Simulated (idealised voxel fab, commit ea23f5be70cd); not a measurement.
process module | voxel air gaps
cross-section cut | 270 nm wide | cells 5 nm
A cross-section is a grid of square cells, given in bands from the top down. A band is one or more rows of cells.
Each band's line starts with the height of the band's top and of its bottom, in nm. Then come its materials from left to right, each with its width in nm. One material with "throughout" fills the band from edge to edge. "air" is empty space.
Height 0 is the level under which the wafer as received is all one material. The lowest band goes on downwards, as in "0 down".
A width such as "30 to 40" changes by the same amount from each row of cells to the next, from the band's top row to its bottom row.
"no change" after a step means that no cell of the cross-section changed.
closed voids: empty space of 8 cells or more with no open way to the top, each as width x height at its distance from the left edge, in nm
after a step's settings: what the simulator itself notes on the step
overlay nm, on a step with a mask: how far to the right of its planned place the mask lay; to the left if negative
plan
1 op RECEIVE | material Si
2 op CONFORMAL_DEP | material SiO2 | thk nm 15
3 op CONFORMAL_DEP | material SiCN | thk nm 5
4 op DIRECTIONAL_DEP | material SiO2 | thk nm 30
5 op PATTERN | tone open | mask id LINES | material resist | width nm 25 | pitch nm 50 | thk nm 20 | overlay nm 0
6 op DIRECTIONAL_ETCH | etch materials SiO2 | depth nm 30
7 op STRIP | etch materials resist
8 op CONFORMAL_DEP | material TiN | thk nm 5
9 op FILL_DEP | material Ru | thk nm 10
10 op CMP | height nm 50
11 op EPI | material Ru | thk nm 10
12 op SELECTIVE_ETCH | etch materials SiO2 | depth nm 40
13 op CONFORMAL_DEP | material SiCN | thk nm 5
first wafer, as planned
as received, after step 1
  0 down: Si throughout
  closed voids: none
after step 2
  15 to 0: SiO2 throughout
  below 0: unchanged
after step 3
  20 to 15: SiCN throughout
  below 15: unchanged
after step 4
  50 to 20: SiO2 throughout
  below 20: unchanged
after step 5
  70 to 50: resist 45 | air 25 | resist 25 | air 25 | resist 25 | air 25 | resist 25 | air 25 | resist 50
  below 50: unchanged
after step 6
  70 to 50: resist 45 | air 25 | resist 25 | air 25 | resist 25 | air 25 | resist 25 | air 25 | resist 50
  50 to 20: SiO2 45 | air 25 | SiO2 25 | air 25 | SiO2 25 | air 25 | SiO2 25 | air 25 | SiO2 50
  below 20: unchanged
after step 7
  50 to 20: SiO2 45 | air 25 | SiO2 25 | air 25 | SiO2 25 | air 25 | SiO2 25 | air 25 | SiO2 50
  below 20: unchanged
after step 8
  55 to 50: TiN 50 | air 15 | TiN 35 | air 15 | TiN 35 | air 15 | TiN 35 | air 15 | TiN 55
  50 to 25: SiO2 45 | TiN 5 | air 15 | TiN 5 | SiO2 25 | TiN 5 | air 15 | TiN 5 | SiO2 25 | TiN 5 | air 15 | TiN 5 | SiO2 25 | TiN 5 | air 15 | TiN 5 | SiO2 50
  25 to 20: SiO2 45 | TiN 25 | SiO2 25 | TiN 25 | SiO2 25 | TiN 25 | SiO2 25 | TiN 25 | SiO2 50
  below 20: unchanged
after step 9
  65 to 55: Ru throughout
  55 to 50: TiN 50 | Ru 15 | TiN 35 | Ru 15 | TiN 35 | Ru 15 | TiN 35 | Ru 15 | TiN 55
  50 to 25: SiO2 45 | TiN 5 | Ru 15 | TiN 5 | SiO2 25 | TiN 5 | Ru 15 | TiN 5 | SiO2 25 | TiN 5 | Ru 15 | TiN 5 | SiO2 25 | TiN 5 | Ru 15 | TiN 5 | SiO2 50
  below 25: unchanged
after step 10
  50 to 25: SiO2 45 | TiN 5 | Ru 15 | TiN 5 | SiO2 25 | TiN 5 | Ru 15 | TiN 5 | SiO2 25 | TiN 5 | Ru 15 | TiN 5 | SiO2 25 | TiN 5 | Ru 15 | TiN 5 | SiO2 50
  below 25: unchanged
after step 11
  60 to 50: air 35 | Ru 45 | air 5 | Ru 45 | air 5 | Ru 45 | air 5 | Ru 45 | air 40
  below 50: unchanged
after step 12
  60 to 50: air 35 | Ru 45 | air 5 | Ru 45 | air 5 | Ru 45 | air 5 | Ru 45 | air 40
  50 to 25: air 45 | TiN 5 | Ru 15 | TiN 5 | air 25 | TiN 5 | Ru 15 | TiN 5 | air 25 | TiN 5 | Ru 15 | TiN 5 | air 25 | TiN 5 | Ru 15 | TiN 5 | air 50
  25 to 20: air 45 | TiN 25 | air 25 | TiN 25 | air 25 | TiN 25 | air 25 | TiN 25 | air 50
  below 20: unchanged
after step 13
  65 to 60: air 30 | SiCN 205 | air 35
  60 to 50: air 30 | SiCN 5 | Ru 45 | SiCN 5 | Ru 45 | SiCN 5 | Ru 45 | SiCN 5 | Ru 45 | SiCN 5 | air 35
  50 to 45: air 30 | SiCN 15 | TiN 5 | Ru 15 | TiN 5 | SiCN 25 | TiN 5 | Ru 15 | TiN 5 | SiCN 25 | TiN 5 | Ru 15 | TiN 5 | SiCN 25 | TiN 5 | Ru 15 | TiN 5 | SiCN 15 | air 35
  45 to 25: air 40 | SiCN 5 | TiN 5 | Ru 15 | TiN 5 | SiCN 5 | air 15 | SiCN 5 | TiN 5 | Ru 15 | TiN 5 | SiCN 5 | air 15 | SiCN 5 | TiN 5 | Ru 15 | TiN 5 | SiCN 5 | air 15 | SiCN 5 | TiN 5 | Ru 15 | TiN 5 | SiCN 5 | air 45
  25 to 20: SiCN 45 | TiN 25 | SiCN 25 | TiN 25 | SiCN 25 | TiN 25 | SiCN 25 | TiN 25 | SiCN 50
  below 20: unchanged
  closed voids: 15 x 20 at 75; 15 x 20 at 125; 15 x 20 at 175
second wafer: like start, like plan, one mistake. Through step 10 it matches the first wafer
when step 11 should have ended
  70 to 50: air 25 | Ru 215 | air 30
  below 50: unchanged
when step 12 should have ended
  70 to 50: air 25 | Ru 215 | air 30
  50 to 25: air 45 | TiN 5 | Ru 15 | TiN 5 | SiO2 25 | TiN 5 | Ru 15 | TiN 5 | SiO2 25 | TiN 5 | Ru 15 | TiN 5 | SiO2 25 | TiN 5 | Ru 15 | TiN 5 | air 50
  25 to 20: air 45 | TiN 25 | SiO2 25 | TiN 25 | SiO2 25 | TiN 25 | SiO2 25 | TiN 25 | air 50
  below 20: unchanged
when step 13 should have ended
  75 to 70: air 20 | SiCN 225 | air 25
  70 to 50: air 20 | SiCN 5 | Ru 215 | SiCN 5 | air 25
  50 to 45: air 20 | SiCN 25 | TiN 5 | Ru 15 | TiN 5 | SiO2 25 | TiN 5 | Ru 15 | TiN 5 | SiO2 25 | TiN 5 | Ru 15 | TiN 5 | SiO2 25 | TiN 5 | Ru 15 | TiN 5 | SiCN 25 | air 25
  45 to 25: air 40 | SiCN 5 | TiN 5 | Ru 15 | TiN 5 | SiO2 25 | TiN 5 | Ru 15 | TiN 5 | SiO2 25 | TiN 5 | Ru 15 | TiN 5 | SiO2 25 | TiN 5 | Ru 15 | TiN 5 | SiCN 5 | air 45
  25 to 20: SiCN 45 | TiN 25 | SiO2 25 | TiN 25 | SiO2 25 | TiN 25 | SiO2 25 | TiN 25 | SiCN 50
  below 20: unchanged
what went wrong: step 11 was run twice
at the end the second wafer has, in cells: 100 more of Ru | 48 fewer of SiCN | 90 more of SiO2
closed voids at the end (first wafer, second wafer): 3, 0
